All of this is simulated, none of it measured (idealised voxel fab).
voxel transistor to metal: a process module
We display cut, a cross-section 150 nm in width whose square cells are each 5 nm.
Just so we're on the same page, the cross-sections are grids of square cells, and they're listed out in bands top to bottom, each band one or more rows deep. Each band's line starts with the height of the band's top and of its bottom, in nm. Then come its materials from left to right, each with its width in nm. One material with "all across" fills the band from edge to edge. "empty" is empty space. Heights are expressed relative to 0, this being the level below which the as-received wafer comprises one material exclusively. The lowest band is unbounded in the downward direction and is denoted as in "top 0, no bottom". The width entry "30..40" should be interpreted row by row: the top row of cells in the band takes the first number, the bottom row takes the second number, and the change between adjacent rows is uniform throughout. "remains unaltered" means the step left every cell of the cross-section as it was. In the "Enclosed internal cavities" entry, you get each enclosed empty space of 8 cells or more, one with no open way to the top, written width x height at distance, distance from the left edge, in nm. Whatever follows a step's settings on its line is a remark the simulator itself makes about that step. overlay nm: where the mask lay relative to plan, measured to the right, on steps with a mask; negatives go left.
These are the steps we planned for the process
1. op RECEIVE | material Si
2. op OXIDIZE | depth nm 5
3. op CONFORMAL_DEP | material SiN | thk nm 15
4. op MASKED_ETCH | tone cover | mask id ACTIVE | width nm 105 | etch materials SiN | depth nm 15 | overlay nm 0
5. op MASKED_ETCH | tone cover | mask id ACTIVE | width nm 105 | etch materials SiO2 | depth nm 5 | overlay nm 0
6. op MASKED_ETCH | tone cover | mask id ACTIVE | width nm 105 | etch materials Si | depth nm 35 | overlay nm 0
7. op FILL_DEP | material SiO2 | thk nm 15
8. op CMP | height nm 15
9. op SELECTIVE_ETCH | etch materials SiO2 | depth nm 15
10. op STRIP | etch materials SiN
11. op SELECTIVE_ETCH | etch materials SiO2 | depth nm 5
12. op OXIDIZE | depth nm 5
13. op DIRECTIONAL_DEP | material polySi | thk nm 25
14. op DIRECTIONAL_DEP | material SiCN | thk nm 15
15. op DIRECTIONAL_DEP | material aC | thk nm 10
16. op PATTERN | tone cover | mask id GATE | material resist | width nm 25 | thk nm 30 | overlay nm 0
17. op DIRECTIONAL_ETCH | etch materials aC | depth nm 10
18. op STRIP | etch materials resist
19. op DIRECTIONAL_ETCH | etch materials SiCN | depth nm 25
20. op DIRECTIONAL_ETCH | etch materials polySi | depth nm 35
21. op STRIP | etch materials aC
22. op CONFORMAL_DEP | material SiN | thk nm 5
23. op DIRECTIONAL_ETCH | etch materials SiN | depth nm 5
24. op DIRECTIONAL_ETCH | etch materials SiO2 | depth nm 5
25. op DIRECTIONAL_ETCH | etch materials Si | depth nm 5
26. op EPI | material SiGe | thk nm 5
27. op FILL_DEP | material SiO2 | thk nm 10
28. op CMP | height nm 20
29. op STRIP | etch materials polySi
30. op SELECTIVE_ETCH | etch materials SiO2 | depth nm 5
31. op CONFORMAL_DEP | material HfO2 | thk nm 5
32. op CONFORMAL_DEP | material TiN | thk nm 5
33. op FILL_DEP | material W | thk nm 5
34. op CMP | height nm 15
35. op DIRECTIONAL_DEP | material SiO2 | thk nm 10
36. op MASKED_ETCH | tone open | mask id CONTACT | width nm 15 | pitch nm 80 | etch materials SiO2 | depth nm 35 | overlay nm 0
37. op CONFORMAL_DEP | material TiN | thk nm 5
38. op FILL_DEP | material W | thk nm 10
39. op CMP | height nm 25
40. op DIRECTIONAL_DEP | material TiN | thk nm 5
41. op DIRECTIONAL_DEP | material W | thk nm 15
42. op PATTERN | tone cover | mask id METAL_1 | material resist | width nm 15 | pitch nm 80 | thk nm 20 | overlay nm 0
43. op DIRECTIONAL_ETCH | etch materials W | depth nm 15
44. op DIRECTIONAL_ETCH | etch materials TiN | depth nm 5
45. op STRIP | etch materials resist
46. op FILL_DEP | material SiO2 | thk nm 5
47. op CMP | height nm 45
48. op CONFORMAL_DEP | material SiN | thk nm 5
As-received state of the wafer in cross-section, equivalent to post-step 1
- top 0, no bottom: Si all across
- Enclosed internal cavities: none
Cross-section taken at module completion on the first of two wafers; processed per the plan
- top 50, bottom 45: SiN all across
- top 45, bottom 30: SiO2: 25 | W: 15 | SiO2: 65 | W: 15 | SiO2: 30
- top 30, bottom 25: SiO2: 25 | TiN: 15 | SiO2: 65 | TiN: 15 | SiO2: 30
- top 25, bottom 15: SiO2: 25 | TiN: 5 | W: 5 | TiN: 5 | SiO2: 65 | TiN: 5 | W: 5 | TiN: 5 | SiO2: 30
- top 15, bottom 0: SiO2: 25 | TiN: 5 | W: 5 | TiN: 5 | SiO2: 15 | SiN: 5 | HfO2: 5 | TiN: 5 | W: 5 | TiN: 5 | HfO2: 5 | SiN: 5 | SiO2: 15 | TiN: 5 | W: 5 | TiN: 5 | SiO2: 30
- top 0, bottom -5: SiO2: 25 | TiN: 5 | W: 5 | TiN: 5 | SiO2: 15 | SiN: 5 | HfO2: 5 | TiN: 15 | HfO2: 5 | SiN: 5 | SiO2: 15 | TiN: 5 | W: 5 | TiN: 5 | SiO2: 30
- top -5, bottom -10: SiO2: 25 | TiN: 15 | SiO2: 10 | SiGe: 5 | HfO2: 35 | SiGe: 5 | SiO2: 10 | TiN: 15 | SiO2: 30
- top -10, bottom -15: SiO2: 20 | SiGe: 35 | Si: 35 | SiGe: 35 | SiO2: 25
- top -15, bottom -40: SiO2: 20 | Si: 105 | SiO2: 25
- top -40, no bottom: Si all across
- Enclosed internal cavities: none
So this is wafer number two of the two, cut at the end of the module - it started where the first did and had the same plan, we just got one thing wrong running it
- top 50, bottom 45: SiN all across
- top 45, bottom 30: SiO2: 25 | W: 15 | SiO2: 65 | W: 15 | SiO2: 30
- top 30, bottom 25: SiO2: 25 | TiN: 15 | SiO2: 65 | TiN: 15 | SiO2: 30
- top 25, bottom 15: SiO2: 20 | TiN: 5 | W: 15 | TiN: 5 | SiO2: 55 | TiN: 5 | W: 15 | TiN: 5 | SiO2: 25
- top 15, bottom 0: SiO2: 20 | TiN: 5 | W: 15 | TiN: 5 | SiO2: 10 | SiN: 5 | HfO2: 5 | TiN: 5 | W: 5 | TiN: 5 | HfO2: 5 | SiN: 5 | SiO2: 10 | TiN: 5 | W: 15 | TiN: 5 | SiO2: 25
- top 0, bottom -5: SiO2: 20 | TiN: 5 | W: 15 | TiN: 5 | SiO2: 10 | SiN: 5 | HfO2: 5 | TiN: 15 | HfO2: 5 | SiN: 5 | SiO2: 10 | TiN: 5 | W: 15 | TiN: 5 | SiO2: 25
- top -5, bottom -10: SiO2: 20 | TiN: 25 | SiO2: 5 | SiGe: 5 | HfO2: 35 | SiGe: 5 | SiO2: 5 | TiN: 25 | SiO2: 25
- top -10, bottom -15: SiO2: 20 | SiGe: 35 | Si: 35 | SiGe: 35 | SiO2: 25
- top -15, bottom -40: SiO2: 20 | Si: 105 | SiO2: 25
- top -40, no bottom: Si all across
- Enclosed internal cavities: none
Here's what went sideways: step 36 was processed under conditions differing from the plan, specifically as op MASKED_ETCH | tone open | mask id CONTACT | width nm 25 | pitch nm 80 | etch materials SiO2 | depth nm 35 | overlay nm 0
The second wafer ends with more or fewer cells of some materials than the first, per final count: SiO2: 28 fewer | TiN: 4 more | W: 24 more
